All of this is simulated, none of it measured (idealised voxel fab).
This section sets out a process module, namely voxel self aligned contacts.
The width of the displayed cross-section, cut, is 270 nm; its cells are square, with a size of 5 nm.
Heads up, the way a cross-section reads in here is a grid of square cells, handed over as bands from the top down, with every band being one or more rows of cells. Heights first: top, then bottom, in nm. Then materials, left to right, each with a width in nm. "throughout" on a single material: fills the band edge to edge. "empty": empty space. Ref level 0: as-received wafer is one material below here. Bottom band extends down with no lower bound ("0..down"). The notation "30..40" denotes a width that varies across the rows of cells in the band, beginning at the first number in the top row, finishing at the second number in the bottom row, and changing by an identical amount from each row to the next. "everything unchanged" -> step changed no cross-section cell. Heads up: "Voids, sealed" only lists the empty pockets with no open path to the top that are 8 cells or more, and it writes them as width x height at distance, distance from the left edge, in nm. Whatever follows a step's settings on its line is a remark the simulator itself makes about that step. overlay nm: mask right of planned place by this much (step with mask). Neg. = left.

Below is the list of planned process steps
step 1: RECEIVE | material Si
step 2: OXIDIZE | depth nm 5
step 3: DIRECTIONAL_DEP | material polySi | thk nm 30
step 4: DIRECTIONAL_DEP | material SiN | thk nm 20
step 5: DIRECTIONAL_DEP | material aC | thk nm 15
step 6: PATTERN | tone cover | mask id GATE | material resist | width nm 25 | pitch nm 55 | thk nm 30 | overlay nm 0
step 7: DIRECTIONAL_ETCH | etch materials aC | depth nm 15
step 8: STRIP | etch materials resist
step 9: DIRECTIONAL_ETCH | etch materials SiN | depth nm 20
step 10: DIRECTIONAL_ETCH | etch materials polySi | depth nm 30
step 11: STRIP | etch materials aC
step 12: CONFORMAL_DEP | material SiN | thk nm 5
step 13: DIRECTIONAL_ETCH | etch materials SiN | depth nm 5
step 14: FILL_DEP | material SiO2 | thk nm 15
step 15: CMP | height nm 60
step 16: MASKED_ETCH | tone open | mask id CONTACT | width nm 40 | etch materials SiO2 | depth nm 65 | overlay nm 0
step 17: CONFORMAL_DEP | material TiN | thk nm 5
step 18: FILL_DEP | material W | thk nm 5
step 19: CMP | height nm 60
step 20: CONFORMAL_DEP | material SiCN | thk nm 5

So this is the incoming wafer in cross-section - it's already been through step 1
* 0..down | Si throughout
* Voids, sealed: none

First of two wafers: cross-section at end of module, run per plan
* 65..60 | SiCN throughout
* 60..50 | 115 SiO2 | 5..15 TiN | 30..10 W | 5..15 TiN | 115 SiO2
* 50..30 | 90 SiO2 | 35 SiN | 5 TiN | 10 W | 5 TiN | 35 SiN | 90 SiO2
* 30..0 | 90 SiO2 | 5 SiN | 25 polySi | 5 SiN | 5 TiN | 10 W | 5 TiN | 5 SiN | 25 polySi | 5 SiN | 90 SiO2
* 0..-5 | 125 SiO2 | 20 TiN | 125 SiO2
* -5..down | Si throughout
* Voids, sealed: none

Cross-sectional image of the second wafer of the two following completion of the module. Starting state and process plan were the same as for the first wafer; one execution error occurred
* 65..60 | SiCN throughout
* 60..50 | 115 SiO2 | 5..15 TiN | 30..10 W | 5..15 TiN | 115 SiO2
* 50..25 | 90 SiO2 | 5 SiN | 25 polySi | 5 SiN | 5 TiN | 10 W | 5 TiN | 5 SiN | 25 polySi | 5 SiN | 90 SiO2
* 25..20 | 90 SiO2 | 5 SiN | 25 polySi | 5 SiN | 20 TiN | 5 SiN | 25 polySi | 5 SiN | 90 SiO2
* 20..0 | SiN throughout
* 0..-5 | SiO2 throughout
* -5..down | Si throughout
* Voids, sealed: none
Diagnosis: plan vs actual: 3 and 4 interchanged
End check, counted in cells, second wafer has more or fewer of these materials than the first: SiN +160, SiO2 -140, TiN -10, W -10
